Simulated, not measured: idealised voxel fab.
Process module, titled voxel self aligned contacts
Cross-section cut spans 280 nm and uses square cells 5 nm in size.
Notation: cross-section as square-cell grid; stated in bands, top first, going down; one or more cell rows per band.
A band entry consists of two parts. The first gives the height of the band's top and the height of its bottom, in nm. The rest lists the band's materials from left to right, each with its width in nm. A single material labelled with the word "throughout" fills the band from edge to edge, and the word "blank" marks empty space.
The reference from which all heights are counted is 0, the level beneath which the as-received wafer is entirely one material; the lowest band, having no lower bound, proceeds downward and is written after the example "0..down".
The two numbers in a width such as "30->40" mark its ends across the band: the first belongs to the top row of cells, the second to the bottom row, and from each row to the next the width moves by the same amount.
Any step labelled "stayed the same" changed none of the cells in the cross-section.
Look at "Enclosed voids" for the closed voids: empty spaces with no open path to the top, sized 8 cells or up. Each is width x height at distance, distance from the left edge, all nm.
Note: text after step settings on the step line = simulator remark on that step.
You can add "overlay nm" to a step's line. For a step with a mask, it describes how far the mask lay to the right of its planned position, and a negative number describes a lay to the left.
-- Process steps - plan
- 1: RECEIVE (material Si)
- 2: CONFORMAL_DEP (material SiO2; thk nm 5)
- 3: DIRECTIONAL_DEP (material polySi; thk nm 30)
- 4: DIRECTIONAL_DEP (material SiN; thk nm 15)
- 5: MASKED_ETCH (tone cover; mask id GATE; width nm 25; pitch nm 60; etch materials SiN; depth nm 15; overlay nm 0)
- 6: MASKED_ETCH (tone cover; mask id GATE; width nm 25; pitch nm 60; etch materials polySi; depth nm 30; overlay nm 0)
- 7: CONFORMAL_DEP (material SiN; thk nm 5)
- 8: DIRECTIONAL_ETCH (etch materials SiN; depth nm 5)
- 9: FILL_DEP (material SiO2; thk nm 20)
- 10: CMP (height nm 60)
- 11: PATTERN (tone open; mask id CONTACT; material resist; width nm 45; thk nm 15; overlay nm 0)
- 12: DIRECTIONAL_ETCH (etch materials SiO2; depth nm 60)
- 13: STRIP (etch materials resist)
- 14: CONFORMAL_DEP (material TiN; thk nm 5)
- 15: FILL_DEP (material Ru; thk nm 5)
- 16: CMP (height nm 60)
- 17: CONFORMAL_DEP (material SiN; thk nm 5)
-- So this is the incoming wafer in cross-section - it's already been through step 1
0..down  Si throughout
Enclosed voids: none
-- Wafer cross-section at module end: first of two, run to plan
65..60  SiN throughout
60..50  SiO2 115 nm / TiN 5->15 nm / Ru 35->15 nm / TiN 5->15 nm / SiO2 120 nm
50..35  SiO2 90 nm / SiN 35 nm / TiN 5 nm / Ru 15 nm / TiN 5 nm / SiN 35 nm / SiO2 95 nm
35..5  SiO2 90 nm / SiN 5 nm / polySi 25 nm / SiN 5 nm / TiN 5 nm / Ru 15 nm / TiN 5 nm / SiN 5 nm / polySi 25 nm / SiN 5 nm / SiO2 95 nm
5..0  SiO2 125 nm / TiN 25 nm / SiO2 130 nm
0..down  Si throughout
Enclosed voids: none
-- Cross-section, wafer two of two, end of module: same start and plan as wafer one, one error in execution
65..60  SiN throughout
60..50  SiO2 115 nm / TiN 5->15 nm / Ru 35->15 nm / TiN 5->15 nm / SiO2 120 nm
50..25  SiO2 90 nm / SiN 5 nm / polySi 25 nm / SiN 5 nm / TiN 5 nm / Ru 15 nm / TiN 5 nm / SiN 5 nm / polySi 25 nm / SiN 5 nm / SiO2 95 nm
25..20  SiO2 90 nm / SiN 5 nm / polySi 25 nm / SiN 5 nm / TiN 25 nm / SiN 5 nm / polySi 25 nm / SiN 5 nm / SiO2 95 nm
20..5  SiN throughout
5..0  SiO2 throughout
0..down  Si throughout
Enclosed voids: none
Misprocessing identified: the executed order of steps 3 and 4 is the reverse of that specified in the plan, each step having taken the other's position
at the end the second wafer has, in cells: Ru: 12 fewer, SiN: 126 more, SiO2: 106 fewer, TiN: 8 fewer
